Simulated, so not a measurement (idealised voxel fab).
Presented below is a process module, voxel wiring stack.
Shown is cross-section cut, with a width of 180 nm and square cells of size 5 nm.
Each cross-section below is a grid of square cells, stated as bands in top-down order, with one or more rows of cells making up each band. Look at the band entry: it leads with the top's height and the bottom's height in nm. Then it lists the materials left to right, with a width in nm for each. The word "edge to edge" on a single material says that material fills the band edge to edge. The word "air" is empty space. For the purposes of this specification, 0 denotes the height below which the wafer in its as-received condition is composed wholly of one material, and the lowermost band, lacking a lower limit, extends downward without end, as expressed in "z 0 and below". With a width like "30..40", each row of cells in the band differs from the next by the same amount, the top row carrying the first number and the bottom row the second. For the purposes of this document, the phrase "all unchanged" attached to a step denotes that no cell within the cross-section was modified by that step. Each empty space that has no open way to the top and spans at least 8 cells appears under "Voids lacking openings" as width x height at distance, the distance counted from the left edge, all in nm. after a step's settings: what the simulator itself notes on the step. overlay nm, on a step with a mask: how far to the right of its planned place the mask lay; to the left if negative.
# The following list gives the planned process steps
- 1: RECEIVE: material Si
- 2: CONFORMAL_DEP: material SiO2, thk nm 10
- 3: CONFORMAL_DEP: material SiN, thk nm 5
- 4: DIRECTIONAL_DEP: material SiO2, thk nm 25
- 5: PATTERN: tone open, mask id METAL_1, material resist, width nm 30, pitch nm 60, thk nm 20, overlay nm 0
- 6: DIRECTIONAL_ETCH: etch materials SiO2, depth nm 25
- 7: DIRECTIONAL_ETCH: etch materials SiN, depth nm 5
- 8: STRIP: etch materials resist
- 9: CONFORMAL_DEP: material TiN, thk nm 5
- 10: FILL_DEP: material W, thk nm 5
- 11: CMP: height nm 40
- 12: CONFORMAL_DEP: material SiCN, thk nm 5
- 13: DIRECTIONAL_DEP: material SiO2, thk nm 10
- 14: MASKED_ETCH: tone open, mask id PLUG_1, width nm 15, etch materials SiO2, depth nm 10, overlay nm 0
- 15: MASKED_ETCH: tone open, mask id PLUG_1, width nm 15, etch materials SiCN, depth nm 5, overlay nm 0
- 16: CONFORMAL_DEP: material TiN, thk nm 5
- 17: FILL_DEP: material Cu, thk nm 5
- 18: CMP: height nm 55
- 19: DIRECTIONAL_DEP: material TiN, thk nm 5
- 20: DIRECTIONAL_DEP: material Ru, thk nm 25
- 21: PATTERN: tone cover, mask id METAL_2, material resist, width nm 30, pitch nm 60, thk nm 15, overlay nm 0
- 22: DIRECTIONAL_ETCH: etch materials Ru, depth nm 25
- 23: DIRECTIONAL_ETCH: etch materials TiN, depth nm 5
- 24: STRIP: etch materials resist
- 25: CONFORMAL_DEP: material SiCN, thk nm 5
- 26: FILL_DEP: material SiO2, thk nm 10
- 27: CMP: height nm 85
- 28: CONFORMAL_DEP: material SiCN, thk nm 5
- 29: DIRECTIONAL_DEP: material SiO2, thk nm 30
- 30: DIRECTIONAL_DEP: material aC, thk nm 10
- 31: PATTERN: tone open, mask id METAL_3_HOLES, material resist, width nm 15, pitch nm 60, thk nm 30, overlay nm -15
- 32: DIRECTIONAL_ETCH: etch materials aC, depth nm 10
- 33: STRIP: etch materials resist
- 34: DIRECTIONAL_ETCH: etch materials SiO2, depth nm 30
- 35: STRIP: etch materials aC
- 36: PATTERN: tone open, mask id METAL_3, material resist, width nm 30, pitch nm 60, thk nm 15, overlay nm 0
- 37: DIRECTIONAL_ETCH: etch materials SiO2, depth nm 20
- 38: DIRECTIONAL_ETCH: etch materials SiCN, depth nm 5
- 39: STRIP: etch materials resist
- 40: CONFORMAL_DEP: material TiN, thk nm 5
- 41: FILL_DEP: material Cu, thk nm 10
- 42: CMP: height nm 120
- 43: CONFORMAL_DEP: material SiN, thk nm 5
The overlay nm used in step 31 is not the same on every wafer, whereas the starting condition is; the value printed in the plan is the first wafer's.
# Cross-section: the first of several wafers in its as-received state, i.e. following step 1
> z 0 and below = Si edge to edge
> Voids lacking openings: none
# Note: the following table is arranged by wafer, a row apiece. Each row reports the end-of-module state: per material, cells gained (+) or cells lost (-) compared with the wafer as received; closed voids follow
overlay nm -15 | +48 Cu | +60 Ru | +113 SiCN | +60 SiN | +490 SiO2 | +89 TiN | +40 W | Voids lacking openings: none
overlay nm -10 | +42 Cu | +60 Ru | +111 SiCN | +60 SiN | +498 SiO2 | +89 TiN | +40 W | Voids lacking openings: none
overlay nm -5 | +36 Cu | +60 Ru | +109 SiCN | +60 SiN | +506 SiO2 | +89 TiN | +40 W | Voids lacking openings: none
overlay nm 0 | +32 Cu | +60 Ru | +107 SiCN | +60 SiN | +514 SiO2 | +87 TiN | +40 W | Voids lacking openings: none
overlay nm 5 | +32 Cu | +60 Ru | +107 SiCN | +60 SiN | +514 SiO2 | +87 TiN | +40 W | Voids lacking openings: none
overlay nm 10 | +32 Cu | +60 Ru | +107 SiCN | +60 SiN | +514 SiO2 | +87 TiN | +40 W | Voids lacking openings: none
overlay nm 15 | +32 Cu | +60 Ru | +107 SiCN | +60 SiN | +514 SiO2 | +87 TiN | +40 W | Voids lacking openings: none
